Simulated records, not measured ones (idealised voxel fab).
Title: Process Module voxel self aligned contacts
Section cut is 145 nm wide and gridded with 5 nm square cells.
Cross-section = grid of square cells, listed top down in bands; band = one or more rows.
Heights first: top, then bottom, in nm. Then materials, left to right, each with a width in nm. "everywhere" on a single material: fills the band edge to edge. "air": empty space.
Convention: height 0 is the level below which the wafer, as received, is all one material. The lowest band does not terminate at the bottom but continues downward, represented as "0 nm and below".
Width spec "30 to 40" -> top row of cells at first value, bottom row at second value, equal per-row change in between.
Given "nothing changed" for a step, no cell of the cross-section differs between before and after that step.
"Unvented voids": sealed empty spaces, 8 cells or more, no open way to top, listed width x height at distance, with distance from the left edge and width, height and distance in nm.
after a step's settings: what the simulator itself notes on the step
overlay nm: how far to the right of its planned place the mask lay on this masked step (negative: to the left).
Below is the list of planned process steps:
1 RECEIVE: material Si
2 OXIDIZE: depth nm 5
3 DIRECTIONAL_DEP: material polySi, thk nm 20
4 DIRECTIONAL_DEP: material SiN, thk nm 25
5 DIRECTIONAL_DEP: material aC, thk nm 10
6 PATTERN: tone cover, mask id GATE, material resist, width nm 35, pitch nm 75, thk nm 25, overlay nm 0
7 DIRECTIONAL_ETCH: etch materials aC, depth nm 10
8 STRIP: etch materials resist
9 DIRECTIONAL_ETCH: etch materials SiN, depth nm 25
10 DIRECTIONAL_ETCH: etch materials polySi, depth nm 20
11 STRIP: etch materials aC
12 CONFORMAL_DEP: material SiN, thk nm 10
13 DIRECTIONAL_ETCH: etch materials SiN, depth nm 10
14 FILL_DEP: material SiO2, thk nm 15
15 CMP: height nm 55
16 MASKED_ETCH: tone open, mask id CONTACT, width nm 50, etch materials SiO2, depth nm 60, overlay nm 0
17 CONFORMAL_DEP: material TiN, thk nm 5
18 FILL_DEP: material Ru, thk nm 5
19 CMP: height nm 55
20 CONFORMAL_DEP: material SiCN, thk nm 5
Cross-section of the wafer upon arrival, representing the state reached after step 1:
    0 nm and below | Si everywhere
    Unvented voids: none
The plan above was carried out on the starting structure above with one mistake, and this cross-section shows the wafer at the end of the module:
    60 nm to 55 nm | SiCN everywhere
    55 nm to 45 nm | SiO2=40  TiN=5 to 25  Ru=40 to 10  TiN=5 to 15  SiO2=55
    45 nm to 20 nm | SiO2=5  SiN=55  TiN=5  Ru=10  TiN=5  SiN=55  SiO2=10
    20 nm to 0 nm | SiO2=5  SiN=10  polySi=35  SiN=10  TiN=5  Ru=10  TiN=5  SiN=10  polySi=35  SiN=10  SiO2=10
    0 nm to -5 nm | SiO2=60  TiN=20  SiO2=65
    -5 nm and below | Si everywhere
    Unvented voids: none
Processing error: for step 16, the planned setting was not used; the step was instead run as MASKED_ETCH: tone open, mask id CONTACT, width nm 50, etch materials SiO2, depth nm 60, overlay nm -5
